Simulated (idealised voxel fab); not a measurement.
process module | voxel gate over fins
cross-section cut | 250 nm wide | cells 5 nm
A cross-section is a grid of square cells, given in bands from the top down. A band is one or more rows of cells.
Each band's line starts with the height of the band's top and of its bottom, in nm. Then come its materials from left to right, each with its width in nm. One material with "throughout" fills the band from edge to edge. "air" is empty space.
Height 0 is the level under which the wafer as received is all one material. The lowest band goes on downwards, as in "0 down".
A width such as "30 to 40" changes by the same amount from each row of cells to the next, from the band's top row to its bottom row.
"no change" after a step means that no cell of the cross-section changed.
closed voids: empty space of 8 cells or more with no open way to the top, each as width x height at its distance from the left edge, in nm
after a step's settings: what the simulator itself notes on the step
overlay nm, on a step with a mask: how far to the right of its planned place the mask lay; to the left if negative
plan
1 op RECEIVE | material Si
2 op CONFORMAL_DEP | material SiN | thk nm 10
3 op DIRECTIONAL_DEP | material aC | thk nm 15
4 op PATTERN | tone cover | mask id FINS | material resist | width nm 15 | pitch nm 35 | thk nm 30 | overlay nm 0
5 op DIRECTIONAL_ETCH | etch materials aC | depth nm 15
6 op STRIP | etch materials resist
7 op DIRECTIONAL_ETCH | etch materials SiN | depth nm 10
8 op DIRECTIONAL_ETCH | etch materials Si | depth nm 40
9 op STRIP | etch materials aC
10 op FILL_DEP | material SiO2 | thk nm 15
11 op CMP | height nm 10
12 op SELECTIVE_ETCH | etch materials SiO2 | depth nm 25
13 op STRIP | etch materials SiN
14 op CONFORMAL_DEP | material HfO2 | thk nm 5
15 op CONFORMAL_DEP | material TiN | thk nm 5
16 op CONFORMAL_DEP | material TiAl | thk nm 5
17 op CONFORMAL_DEP | material TiN | thk nm 5
18 op FILL_DEP | material W | thk nm 15
19 op CMP | height nm 30
20 op CONFORMAL_DEP | material SiN | thk nm 5
as received, after step 1
  0 down: Si throughout
  closed voids: none
a wafer at the end: this start, this plan, one mistake
  35 to 30: SiN throughout
  30 to 20: W throughout
  20 to 15: W 80 | TiN 90 | W 80
  15 to 10: W 80 | TiN 5 | TiAl 80 | TiN 5 | W 80
  10 to 5: W 80 | TiN 5 | TiAl 5 | TiN 70 | TiAl 5 | TiN 5 | W 80
  5 to 0: TiN 85 | TiAl 5 | TiN 5 | HfO2 25 | TiN 10 | HfO2 25 | TiN 5 | TiAl 5 | TiN 85
  0 to -5: TiAl 90 | TiN 5 | HfO2 5 | Si 15 | HfO2 5 | TiN 10 | HfO2 5 | Si 15 | HfO2 5 | TiN 5 | TiAl 90
  -5 to -10: TiN 85 | TiAl 5 | TiN 5 | HfO2 5 | Si 15 | HfO2 5 | TiN 10 | HfO2 5 | Si 15 | HfO2 5 | TiN 5 | TiAl 5 | TiN 85
  -10 to -15: HfO2 80 | TiN 5 | TiAl 5 | TiN 5 | HfO2 5 | Si 15 | HfO2 5 | TiN 10 | HfO2 5 | Si 15 | HfO2 5 | TiN 5 | TiAl 5 | TiN 5 | HfO2 80
  -15 to -20: SiO2 75 | HfO2 5 | TiN 15 | HfO2 5 | Si 15 | HfO2 5 | TiN 10 | HfO2 5 | Si 15 | HfO2 5 | TiN 15 | HfO2 5 | SiO2 75
  -20 to -25: SiO2 75 | HfO2 25 | Si 15 | HfO2 20 | Si 15 | HfO2 25 | SiO2 75
  -25 to -40: SiO2 100 | Si 15 | SiO2 20 | Si 15 | SiO2 100
  -40 down: Si throughout
  closed voids: none
what went wrong: steps 12 and 13 were swapped
